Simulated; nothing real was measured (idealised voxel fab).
The document below concerns the process module designated voxel self aligned contacts.
Cross-section cut: width 175 nm, square cells of 5 nm.
In this document a cross-section is written as a grid of square cells. It is given as a series of bands, listed from the top down, and a band is one or more rows of cells.
What a band's entry tells you: where the top is and where the bottom is, as heights in nm, and after that what lies inside, material by material from left to right, each with its width in nm. Empty space is written as the word "empty", and a single material marked with the word "everywhere" occupies the band from edge to edge.
Measure heights from 0. That's the level where, below it, the as-received wafer is all one material. The lowest band is bottomless and extends downward; write it as in "0 and below".
Graded width ("30->40"): value in top row of band = first number; value in bottom row = second number; row-to-row change constant.
"no change occurred" -> step changed no cross-section cell.
"Closed internal cavities" specifies each empty space that is not open to the top and that occupies no fewer than 8 cells, using the form width x height at distance, the distance measured from the left edge and all three quantities in nm.
That trailing text on a step's line, after the settings, is the simulator's own remark on the step.
"overlay nm", when on a step's line for a step with a mask, measures how far to the right of its planned place the mask lay; a negative measure means to the left.
### Process steps foreseen in the plan
1,RECEIVE,material Si
2,CONFORMAL_DEP,material SiO2,thk nm 5
3,DIRECTIONAL_DEP,material polySi,thk nm 20
4,DIRECTIONAL_DEP,material SiN,thk nm 20
5,MASKED_ETCH,tone cover,mask id GATE,width nm 35,pitch nm 65,etch materials SiN,depth nm 20,overlay nm 0
6,MASKED_ETCH,tone cover,mask id GATE,width nm 35,pitch nm 65,etch materials polySi,depth nm 20,overlay nm 0
7,CONFORMAL_DEP,material SiN,thk nm 5
8,DIRECTIONAL_ETCH,etch materials SiN,depth nm 5
9,FILL_DEP,material SiO2,thk nm 10
10,CMP,height nm 50
11,PATTERN,tone open,mask id CONTACT,material resist,width nm 30,thk nm 20,overlay nm 0
12,DIRECTIONAL_ETCH,etch materials SiO2,depth nm 50
13,STRIP,etch materials resist
14,CONFORMAL_DEP,material TiN,thk nm 5
15,FILL_DEP,material W,thk nm 10
16,CMP,height nm 50
17,CONFORMAL_DEP,material SiN,thk nm 5
Split variable: width nm, step 11. Plan value = first wafer. Wafers start alike.
### Cross-section, first of several wafers, as delivered after step 1
    0 and below | Si everywhere
    Closed internal cavities: none
### Per-wafer rows below. For each material: cells gained (+) or lost (-) since the wafer was received, as of end of module. Then: closed voids
width nm 30; +123 SiN; +164 SiO2; +24 TiN; +18 W; +56 polySi; Closed internal cavities: none
width nm 35; +123 SiN; +163 SiO2; +25 TiN; +18 W; +56 polySi; Closed internal cavities: none
width nm 40; +123 SiN; +162 SiO2; +26 TiN; +18 W; +56 polySi; Closed internal cavities: none
width nm 45; +123 SiN; +161 SiO2; +27 TiN; +18 W; +56 polySi; Closed internal cavities: none
width nm 50; +123 SiN; +160 SiO2; +28 TiN; +18 W; +56 polySi; Closed internal cavities: none
width nm 55; +123 SiN; +159 SiO2; +29 TiN; +18 W; +56 polySi; Closed internal cavities: none
